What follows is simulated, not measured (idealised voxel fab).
process module | voxel spacer lines
cross-section cut | 155 nm wide | cells 5 nm
A cross-section is a grid of square cells, given in bands from the top down. A band is one or more rows of cells.
Each band's line starts with the height of the band's top and of its bottom, in nm. Then come its materials from left to right, each with its width in nm. One material with "throughout" fills the band from edge to edge. "air" is empty space.
Height 0 is the level under which the wafer as received is all one material. The lowest band goes on downwards, as in "0 down".
A width such as "30 to 40" changes by the same amount from each row of cells to the next, from the band's top row to its bottom row.
"no change" after a step means that no cell of the cross-section changed.
closed voids: empty space of 8 cells or more with no open way to the top, each as width x height at its distance from the left edge, in nm
after a step's settings: what the simulator itself notes on the step
overlay nm, on a step with a mask: how far to the right of its planned place the mask lay; to the left if negative
plan
1 op RECEIVE | material Si
2 op CONFORMAL_DEP | material SiO2 | thk nm 10
3 op DIRECTIONAL_DEP | material polySi | thk nm 10
4 op DIRECTIONAL_DEP | material aC | thk nm 30
5 op PATTERN | tone cover | mask id MANDREL | material resist | width nm 20 | pitch nm 60 | thk nm 35 | overlay nm 0
6 op DIRECTIONAL_ETCH | etch materials aC | depth nm 30
7 op STRIP | etch materials resist
8 op CONFORMAL_DEP | material SiN | thk nm 10
9 op DIRECTIONAL_ETCH | etch materials SiN | depth nm 10
10 op STRIP | etch materials aC
11 op DIRECTIONAL_ETCH | etch materials polySi | depth nm 10
12 op STRIP | etch materials SiN
as received, after step 1
  0 down: Si throughout
  closed voids: none
first wafer at the end, as planned
  20 to 10: air 25 | polySi 10 | air 20 | polySi 10 | air 20 | polySi 10 | air 20 | polySi 10 | air 30
  10 to 0: SiO2 throughout
  0 down: Si throughout
  closed voids: none
second wafer at the end: like start, like plan, one mistake
  10 to 0: air 25 | polySi 10 | air 20 | polySi 10 | air 20 | polySi 10 | air 20 | polySi 10 | air 30
  0 down: Si throughout
  closed voids: none
what went wrong: step 2 was left out
at the end the second wafer has, in cells: 62 fewer of SiO2
